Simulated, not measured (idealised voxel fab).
process module | voxel wiring stack
cross-section cut | 155 nm wide | cells 5 nm
A cross-section is a grid of square cells, given in bands from the top down. A band is one or more rows of cells.
Each band's line starts with the height of the band's top and of its bottom, in nm. Then come its materials from left to right, each with its width in nm. One material with "throughout" fills the band from edge to edge. "air" is empty space.
Height 0 is the level under which the wafer as received is all one material. The lowest band goes on downwards, as in "0 down".
A width such as "30 to 40" changes by the same amount from each row of cells to the next, from the band's top row to its bottom row.
"no change" after a step means that no cell of the cross-section changed.
closed voids: empty space of 8 cells or more with no open way to the top, each as width x height at its distance from the left edge, in nm
after a step's settings: what the simulator itself notes on the step
overlay nm, on a step with a mask: how far to the right of its planned place the mask lay; to the left if negative
plan
1 op RECEIVE | material Si
2 op CONFORMAL_DEP | material SiO2 | thk nm 10
3 op CONFORMAL_DEP | material SiN | thk nm 5
4 op DIRECTIONAL_DEP | material SiO2 | thk nm 15
5 op MASKED_ETCH | tone open | mask id METAL_1 | width nm 30 | pitch nm 60 | etch materials SiO2 | depth nm 15 | overlay nm 0
6 op MASKED_ETCH | tone open | mask id METAL_1 | width nm 30 | pitch nm 60 | etch materials SiN | depth nm 5 | overlay nm 0
7 op CONFORMAL_DEP | material TiN | thk nm 5
8 op FILL_DEP | material Ru | thk nm 10
9 op CMP | height nm 30
10 op CONFORMAL_DEP | material SiCN | thk nm 5
11 op DIRECTIONAL_DEP | material lowk | thk nm 15
12 op DIRECTIONAL_DEP | material aC | thk nm 10
13 op PATTERN | tone open | mask id PLUG_1 | material resist | width nm 15 | thk nm 30 | overlay nm 0
14 op DIRECTIONAL_ETCH | etch materials aC | depth nm 10
15 op STRIP | etch materials resist
16 op DIRECTIONAL_ETCH | etch materials lowk | depth nm 15
17 op DIRECTIONAL_ETCH | etch materials SiCN | depth nm 5
18 op STRIP | etch materials aC
19 op CONFORMAL_DEP | material TiN | thk nm 5
20 op FILL_DEP | material Cu | thk nm 5
21 op CMP | height nm 50
22 op DIRECTIONAL_DEP | material TiN | thk nm 5
23 op DIRECTIONAL_DEP | material W | thk nm 25
24 op PATTERN | tone cover | mask id METAL_2 | material resist | width nm 30 | pitch nm 60 | thk nm 20 | overlay nm 0
25 op DIRECTIONAL_ETCH | etch materials W | depth nm 25
26 op DIRECTIONAL_ETCH | etch materials TiN | depth nm 5
27 op STRIP | etch materials resist
28 op FILL_DEP | material lowk | thk nm 10
29 op CMP | height nm 80
30 op CONFORMAL_DEP | material SiCN | thk nm 5
31 op DIRECTIONAL_DEP | material SiO2 | thk nm 30
32 op MASKED_ETCH | tone open | mask id METAL_3_HOLES | width nm 15 | etch materials SiO2 | depth nm 30 | overlay nm 0
33 op MASKED_ETCH | tone open | mask id METAL_3 | width nm 30 | pitch nm 60 | etch materials SiO2 | depth nm 20 | overlay nm 0
34 op MASKED_ETCH | tone open | mask id METAL_3 | width nm 30 | pitch nm 60 | etch materials SiCN | depth nm 5 | overlay nm 0
35 op CONFORMAL_DEP | material TiN | thk nm 5
36 op FILL_DEP | material Ru | thk nm 10
37 op CMP | height nm 115
38 op CONFORMAL_DEP | material SiCN | thk nm 5
39 op DIRECTIONAL_DEP | material lowk | thk nm 10
40 op PATTERN | tone open | mask id PLUG_3 | material resist | width nm 15 | pitch nm 60 | thk nm 15 | overlay nm 0
41 op DIRECTIONAL_ETCH | etch materials lowk | depth nm 10
42 op DIRECTIONAL_ETCH | etch materials SiCN | depth nm 5
43 op STRIP | etch materials resist
44 op EPI | material Ru | thk nm 10
45 op EPI | material Ru | thk nm 5
46 op CONFORMAL_DEP | material SiCN | thk nm 5
47 op DIRECTIONAL_DEP | material lowk | thk nm 20
48 op PATTERN | tone open | mask id METAL_4 | material resist | width nm 30 | pitch nm 60 | thk nm 15 | overlay nm 0
49 op DIRECTIONAL_ETCH | etch materials lowk | depth nm 20
50 op DIRECTIONAL_ETCH | etch materials SiCN | depth nm 5
51 op STRIP | etch materials resist
52 op CONFORMAL_DEP | material TiN | thk nm 5
53 op FILL_DEP | material Cu | thk nm 5
54 op CMP | height nm 155
55 op CONFORMAL_DEP | material SiCN | thk nm 5
first wafer, as planned
as received, after step 1
  0 down: Si throughout
  closed voids: none
after step 2
  10 to 0: SiO2 throughout
  below 0: unchanged
after step 3
  15 to 10: SiN throughout
  below 10: unchanged
after step 4
  30 to 15: SiO2 throughout
  below 15: unchanged
after step 5
  30 to 15: SiO2 30 | air 30 | SiO2 30 | air 30 | SiO2 35
  below 15: unchanged
after step 6
  30 to 15: SiO2 30 | air 30 | SiO2 30 | air 30 | SiO2 35
  15 to 10: SiN 30 | air 30 | SiN 30 | air 30 | SiN 35
  below 10: unchanged
after step 7
  35 to 30: TiN 35 | air 20 | TiN 40 | air 20 | TiN 40
  30 to 15: SiO2 30 | TiN 5 | air 20 | TiN 5 | SiO2 30 | TiN 5 | air 20 | TiN 5 | SiO2 35
  15 to 10: SiN 30 | TiN 30 | SiN 30 | TiN 30 | SiN 35
  below 10: unchanged
after step 8
  45 to 35: Ru throughout
  35 to 30: TiN 35 | Ru 20 | TiN 40 | Ru 20 | TiN 40
  30 to 15: SiO2 30 | TiN 5 | Ru 20 | TiN 5 | SiO2 30 | TiN 5 | Ru 20 | TiN 5 | SiO2 35
  below 15: unchanged
after step 9
  30 to 15: SiO2 30 | TiN 5 | Ru 20 | TiN 5 | SiO2 30 | TiN 5 | Ru 20 | TiN 5 | SiO2 35
  below 15: unchanged
after step 10
  35 to 30: SiCN throughout
  below 30: unchanged
after step 11
  50 to 35: lowk throughout
  below 35: unchanged
after step 12
  60 to 50: aC throughout
  below 50: unchanged
after step 13
  90 to 60: resist 30 | air 15 | resist 110
  below 60: unchanged
after step 14
  80 to 60: resist 30 | air 15 | resist 110
  60 to 50: aC 30 | air 15 | aC 110
  below 50: unchanged
after step 15
  60 to 50: aC 30 | air 15 | aC 110
  below 50: unchanged
after step 16
  60 to 50: aC 30 | air 15 | aC 110
  50 to 35: lowk 30 | air 15 | lowk 110
  below 35: unchanged
after step 17
  60 to 50: aC 30 | air 15 | aC 110
  50 to 35: lowk 30 | air 15 | lowk 110
  35 to 30: SiCN 30 | air 15 | SiCN 110
  below 30: unchanged
after step 18
  50 to 35: lowk 30 | air 15 | lowk 110
  below 35: unchanged
after step 19
  55 to 50: TiN 35 | air 5 | TiN 115
  50 to 35: lowk 30 | TiN 5 | air 5 | TiN 5 | lowk 110
  35 to 30: SiCN 30 | TiN 15 | SiCN 110
  below 30: unchanged
after step 20
  60 to 55: Cu throughout
  55 to 50: TiN 35 | Cu 5 | TiN 115
  50 to 35: lowk 30 | TiN 5 | Cu 5 | TiN 5 | lowk 110
  below 35: unchanged
after step 21
  50 to 35: lowk 30 | TiN 5 | Cu 5 | TiN 5 | lowk 110
  below 35: unchanged
after step 22
  55 to 50: TiN throughout
  below 50: unchanged
after step 23
  80 to 55: W throughout
  below 55: unchanged
after step 24
  100 to 80: air 30 | resist 30 | air 30 | resist 30 | air 35
  below 80: unchanged
after step 25
  100 to 80: air 30 | resist 30 | air 30 | resist 30 | air 35
  80 to 55: air 30 | W 30 | air 30 | W 30 | air 35
  below 55: unchanged
after step 26
  100 to 80: air 30 | resist 30 | air 30 | resist 30 | air 35
  80 to 55: air 30 | W 30 | air 30 | W 30 | air 35
  55 to 50: air 30 | TiN 30 | air 30 | TiN 30 | air 35
  below 50: unchanged
after step 27
  80 to 55: air 30 | W 30 | air 30 | W 30 | air 35
  below 55: unchanged
after step 28
  90 to 80: lowk throughout
  80 to 55: lowk 30 | W 30 | lowk 30 | W 30 | lowk 35
  55 to 50: lowk 30 | TiN 30 | lowk 30 | TiN 30 | lowk 35
  below 50: unchanged
after step 29
  80 to 55: lowk 30 | W 30 | lowk 30 | W 30 | lowk 35
  below 55: unchanged
after step 30
  85 to 80: SiCN throughout
  below 80: unchanged
after step 31
  115 to 85: SiO2 throughout
  below 85: unchanged
after step 32
  115 to 85: SiO2 30 | air 15 | SiO2 110
  below 85: unchanged
after step 33
  115 to 95: SiO2 30 | air 30 | SiO2 30 | air 30 | SiO2 35
  below 95: unchanged
after step 34
  115 to 95: SiO2 30 | air 30 | SiO2 30 | air 30 | SiO2 35
  95 to 85: SiO2 30 | air 15 | SiO2 110
  85 to 80: SiCN 30 | air 15 | SiCN 110
  below 80: unchanged
after step 35
  120 to 115: TiN 35 | air 20 | TiN 40 | air 20 | TiN 40
  115 to 100: SiO2 30 | TiN 5 | air 20 | TiN 5 | SiO2 30 | TiN 5 | air 20 | TiN 5 | SiO2 35
  100 to 95: SiO2 30 | TiN 5 | air 5 | TiN 20 | SiO2 30 | TiN 30 | SiO2 35
  95 to 85: SiO2 30 | TiN 5 | air 5 | TiN 5 | SiO2 110
  85 to 80: SiCN 30 | TiN 15 | SiCN 110
  below 80: unchanged
after step 36
  130 to 120: Ru throughout
  120 to 115: TiN 35 | Ru 20 | TiN 40 | Ru 20 | TiN 40
  115 to 100: SiO2 30 | TiN 5 | Ru 20 | TiN 5 | SiO2 30 | TiN 5 | Ru 20 | TiN 5 | SiO2 35
  100 to 95: SiO2 30 | TiN 5 | Ru 5 | TiN 20 | SiO2 30 | TiN 30 | SiO2 35
  95 to 85: SiO2 30 | TiN 5 | Ru 5 | TiN 5 | SiO2 110
  below 85: unchanged
after step 37
  115 to 100: SiO2 30 | TiN 5 | Ru 20 | TiN 5 | SiO2 30 | TiN 5 | Ru 20 | TiN 5 | SiO2 35
  below 100: unchanged
after step 38
  120 to 115: SiCN throughout
  below 115: unchanged
after step 39
  130 to 120: lowk throughout
  below 120: unchanged
after step 40
  145 to 130: resist 30 | air 15 | resist 45 | air 15 | resist 50
  below 130: unchanged
after step 41
  145 to 130: resist 30 | air 15 | resist 45 | air 15 | resist 50
  130 to 120: lowk 30 | air 15 | lowk 45 | air 15 | lowk 50
  below 120: unchanged
after step 42
  145 to 130: resist 30 | air 15 | resist 45 | air 15 | resist 50
  130 to 120: lowk 30 | air 15 | lowk 45 | air 15 | lowk 50
  120 to 115: SiCN 30 | air 15 | SiCN 45 | air 15 | SiCN 50
  below 115: unchanged
after step 43
  130 to 120: lowk 30 | air 15 | lowk 45 | air 15 | lowk 50
  below 120: unchanged
after step 44
  130 to 125: lowk 30 | air 15 | lowk 45 | air 15 | lowk 50
  125 to 120: lowk 30 | Ru 15 | lowk 45 | Ru 15 | lowk 50
  120 to 115: SiCN 30 | Ru 15 | SiCN 45 | Ru 15 | SiCN 50
  below 115: unchanged
after step 45
  130 to 120: lowk 30 | Ru 15 | lowk 45 | Ru 15 | lowk 50
  below 120: unchanged
after step 46
  135 to 130: SiCN throughout
  below 130: unchanged
after step 47
  155 to 135: lowk throughout
  below 135: unchanged
after step 48
  170 to 155: resist 30 | air 30 | resist 30 | air 30 | resist 35
  below 155: unchanged
after step 49
  170 to 155: resist 30 | air 30 | resist 30 | air 30 | resist 35
  155 to 135: lowk 30 | air 30 | lowk 30 | air 30 | lowk 35
  below 135: unchanged
after step 50
  170 to 155: resist 30 | air 30 | resist 30 | air 30 | resist 35
  155 to 135: lowk 30 | air 30 | lowk 30 | air 30 | lowk 35
  135 to 130: SiCN 30 | air 30 | SiCN 30 | air 30 | SiCN 35
  below 130: unchanged
after step 51
  155 to 135: lowk 30 | air 30 | lowk 30 | air 30 | lowk 35
  below 135: unchanged
after step 52
  160 to 155: TiN 35 | air 20 | TiN 40 | air 20 | TiN 40
  155 to 135: lowk 30 | TiN 5 | air 20 | TiN 5 | lowk 30 | TiN 5 | air 20 | TiN 5 | lowk 35
  135 to 130: SiCN 30 | TiN 30 | SiCN 30 | TiN 30 | SiCN 35
  below 130: unchanged
after step 53
  165 to 160: Cu throughout
  160 to 155: TiN 35 | Cu 20 | TiN 40 | Cu 20 | TiN 40
  155 to 135: lowk 30 | TiN 5 | Cu 20 | TiN 5 | lowk 30 | TiN 5 | Cu 20 | TiN 5 | lowk 35
  below 135: unchanged
after step 54
  155 to 135: lowk 30 | TiN 5 | Cu 20 | TiN 5 | lowk 30 | TiN 5 | Cu 20 | TiN 5 | lowk 35
  below 135: unchanged
after step 55
  160 to 155: SiCN throughout
  below 155: unchanged
second wafer: like start, like plan, one mistake. Through step 4 it matches the first wafer
when step 5 should have ended
  30 to 15: air 30 | SiO2 30 | air 30 | SiO2 30 | air 35
  below 15: unchanged
when step 6 should have ended: no change
when step 7 should have ended
  35 to 30: air 25 | TiN 40 | air 20 | TiN 40 | air 30
  30 to 20: air 25 | TiN 5 | SiO2 30 | TiN 5 | air 20 | TiN 5 | SiO2 30 | TiN 5 | air 30
  20 to 15: TiN 30 | SiO2 30 | TiN 30 | SiO2 30 | TiN 35
  below 15: unchanged
when step 8 should have ended
  45 to 35: Ru throughout
  35 to 30: Ru 25 | TiN 40 | Ru 20 | TiN 40 | Ru 30
  30 to 20: Ru 25 | TiN 5 | SiO2 30 | TiN 5 | Ru 20 | TiN 5 | SiO2 30 | TiN 5 | Ru 30
  below 20: unchanged
when step 9 should have ended
  30 to 20: Ru 25 | TiN 5 | SiO2 30 | TiN 5 | Ru 20 | TiN 5 | SiO2 30 | TiN 5 | Ru 30
  below 20: unchanged
when step 10 should have ended
  35 to 30: SiCN throughout
  below 30: unchanged
when step 11 should have ended
  50 to 35: lowk throughout
  below 35: unchanged
when step 12 should have ended
  60 to 50: aC throughout
  below 50: unchanged
when step 13 should have ended
  90 to 60: resist 30 | air 15 | resist 110
  below 60: unchanged
when step 14 should have ended
  80 to 60: resist 30 | air 15 | resist 110
  60 to 50: aC 30 | air 15 | aC 110
  below 50: unchanged
when step 15 should have ended
  60 to 50: aC 30 | air 15 | aC 110
  below 50: unchanged
when step 16 should have ended
  60 to 50: aC 30 | air 15 | aC 110
  50 to 35: lowk 30 | air 15 | lowk 110
  below 35: unchanged
when step 17 should have ended
  60 to 50: aC 30 | air 15 | aC 110
  50 to 35: lowk 30 | air 15 | lowk 110
  35 to 30: SiCN 30 | air 15 | SiCN 110
  below 30: unchanged
when step 18 should have ended
  50 to 35: lowk 30 | air 15 | lowk 110
  below 35: unchanged
when step 19 should have ended
  55 to 50: TiN 35 | air 5 | TiN 115
  50 to 35: lowk 30 | TiN 5 | air 5 | TiN 5 | lowk 110
  35 to 30: SiCN 30 | TiN 15 | SiCN 110
  below 30: unchanged
when step 20 should have ended
  60 to 55: Cu throughout
  55 to 50: TiN 35 | Cu 5 | TiN 115
  50 to 35: lowk 30 | TiN 5 | Cu 5 | TiN 5 | lowk 110
  below 35: unchanged
when step 21 should have ended
  50 to 35: lowk 30 | TiN 5 | Cu 5 | TiN 5 | lowk 110
  below 35: unchanged
when step 22 should have ended
  55 to 50: TiN throughout
  below 50: unchanged
when step 23 should have ended
  80 to 55: W throughout
  below 55: unchanged
when step 24 should have ended
  100 to 80: air 30 | resist 30 | air 30 | resist 30 | air 35
  below 80: unchanged
when step 25 should have ended
  100 to 80: air 30 | resist 30 | air 30 | resist 30 | air 35
  80 to 55: air 30 | W 30 | air 30 | W 30 | air 35
  below 55: unchanged
when step 26 should have ended
  100 to 80: air 30 | resist 30 | air 30 | resist 30 | air 35
  80 to 55: air 30 | W 30 | air 30 | W 30 | air 35
  55 to 50: air 30 | TiN 30 | air 30 | TiN 30 | air 35
  below 50: unchanged
when step 27 should have ended
  80 to 55: air 30 | W 30 | air 30 | W 30 | air 35
  below 55: unchanged
when step 28 should have ended
  90 to 80: lowk throughout
  80 to 55: lowk 30 | W 30 | lowk 30 | W 30 | lowk 35
  55 to 50: lowk 30 | TiN 30 | lowk 30 | TiN 30 | lowk 35
  below 50: unchanged
when step 29 should have ended
  80 to 55: lowk 30 | W 30 | lowk 30 | W 30 | lowk 35
  below 55: unchanged
when step 30 should have ended
  85 to 80: SiCN throughout
  below 80: unchanged
when step 31 should have ended
  115 to 85: SiO2 throughout
  below 85: unchanged
when step 32 should have ended
  115 to 85: SiO2 30 | air 15 | SiO2 110
  below 85: unchanged
when step 33 should have ended
  115 to 95: SiO2 30 | air 30 | SiO2 30 | air 30 | SiO2 35
  below 95: unchanged
when step 34 should have ended
  115 to 95: SiO2 30 | air 30 | SiO2 30 | air 30 | SiO2 35
  95 to 85: SiO2 30 | air 15 | SiO2 110
  85 to 80: SiCN 30 | air 15 | SiCN 110
  below 80: unchanged
when step 35 should have ended
  120 to 115: TiN 35 | air 20 | TiN 40 | air 20 | TiN 40
  115 to 100: SiO2 30 | TiN 5 | air 20 | TiN 5 | SiO2 30 | TiN 5 | air 20 | TiN 5 | SiO2 35
  100 to 95: SiO2 30 | TiN 5 | air 5 | TiN 20 | SiO2 30 | TiN 30 | SiO2 35
  95 to 85: SiO2 30 | TiN 5 | air 5 | TiN 5 | SiO2 110
  85 to 80: SiCN 30 | TiN 15 | SiCN 110
  below 80: unchanged
when step 36 should have ended
  130 to 120: Ru throughout
  120 to 115: TiN 35 | Ru 20 | TiN 40 | Ru 20 | TiN 40
  115 to 100: SiO2 30 | TiN 5 | Ru 20 | TiN 5 | SiO2 30 | TiN 5 | Ru 20 | TiN 5 | SiO2 35
  100 to 95: SiO2 30 | TiN 5 | Ru 5 | TiN 20 | SiO2 30 | TiN 30 | SiO2 35
  95 to 85: SiO2 30 | TiN 5 | Ru 5 | TiN 5 | SiO2 110
  below 85: unchanged
when step 37 should have ended
  115 to 100: SiO2 30 | TiN 5 | Ru 20 | TiN 5 | SiO2 30 | TiN 5 | Ru 20 | TiN 5 | SiO2 35
  below 100: unchanged
when step 38 should have ended
  120 to 115: SiCN throughout
  below 115: unchanged
when step 39 should have ended
  130 to 120: lowk throughout
  below 120: unchanged
when step 40 should have ended
  145 to 130: resist 30 | air 15 | resist 45 | air 15 | resist 50
  below 130: unchanged
when step 41 should have ended
  145 to 130: resist 30 | air 15 | resist 45 | air 15 | resist 50
  130 to 120: lowk 30 | air 15 | lowk 45 | air 15 | lowk 50
  below 120: unchanged
when step 42 should have ended
  145 to 130: resist 30 | air 15 | resist 45 | air 15 | resist 50
  130 to 120: lowk 30 | air 15 | lowk 45 | air 15 | lowk 50
  120 to 115: SiCN 30 | air 15 | SiCN 45 | air 15 | SiCN 50
  below 115: unchanged
when step 43 should have ended
  130 to 120: lowk 30 | air 15 | lowk 45 | air 15 | lowk 50
  below 120: unchanged
when step 44 should have ended
  130 to 125: lowk 30 | air 15 | lowk 45 | air 15 | lowk 50
  125 to 120: lowk 30 | Ru 15 | lowk 45 | Ru 15 | lowk 50
  120 to 115: SiCN 30 | Ru 15 | SiCN 45 | Ru 15 | SiCN 50
  below 115: unchanged
when step 45 should have ended
  130 to 120: lowk 30 | Ru 15 | lowk 45 | Ru 15 | lowk 50
  below 120: unchanged
when step 46 should have ended
  135 to 130: SiCN throughout
  below 130: unchanged
when step 47 should have ended
  155 to 135: lowk throughout
  below 135: unchanged
when step 48 should have ended
  170 to 155: resist 30 | air 30 | resist 30 | air 30 | resist 35
  below 155: unchanged
when step 49 should have ended
  170 to 155: resist 30 | air 30 | resist 30 | air 30 | resist 35
  155 to 135: lowk 30 | air 30 | lowk 30 | air 30 | lowk 35
  below 135: unchanged
when step 50 should have ended
  170 to 155: resist 30 | air 30 | resist 30 | air 30 | resist 35
  155 to 135: lowk 30 | air 30 | lowk 30 | air 30 | lowk 35
  135 to 130: SiCN 30 | air 30 | SiCN 30 | air 30 | SiCN 35
  below 130: unchanged
when step 51 should have ended
  155 to 135: lowk 30 | air 30 | lowk 30 | air 30 | lowk 35
  below 135: unchanged
when step 52 should have ended
  160 to 155: TiN 35 | air 20 | TiN 40 | air 20 | TiN 40
  155 to 135: lowk 30 | TiN 5 | air 20 | TiN 5 | lowk 30 | TiN 5 | air 20 | TiN 5 | lowk 35
  135 to 130: SiCN 30 | TiN 30 | SiCN 30 | TiN 30 | SiCN 35
  below 130: unchanged
when step 53 should have ended
  165 to 160: Cu throughout
  160 to 155: TiN 35 | Cu 20 | TiN 40 | Cu 20 | TiN 40
  155 to 135: lowk 30 | TiN 5 | Cu 20 | TiN 5 | lowk 30 | TiN 5 | Cu 20 | TiN 5 | lowk 35
  below 135: unchanged
when step 54 should have ended
  155 to 135: lowk 30 | TiN 5 | Cu 20 | TiN 5 | lowk 30 | TiN 5 | Cu 20 | TiN 5 | lowk 35
  below 135: unchanged
when step 55 should have ended
  160 to 155: SiCN throughout
  below 155: unchanged
what went wrong: step 5 ran as: op MASKED_ETCH | tone cover | mask id METAL_1 | width nm 30 | pitch nm 60 | etch materials SiO2 | depth nm 15 | overlay nm 0
at the end the second wafer has, in cells: 6 more of Ru | 12 more of SiN | 21 fewer of SiO2 | 3 more of TiN
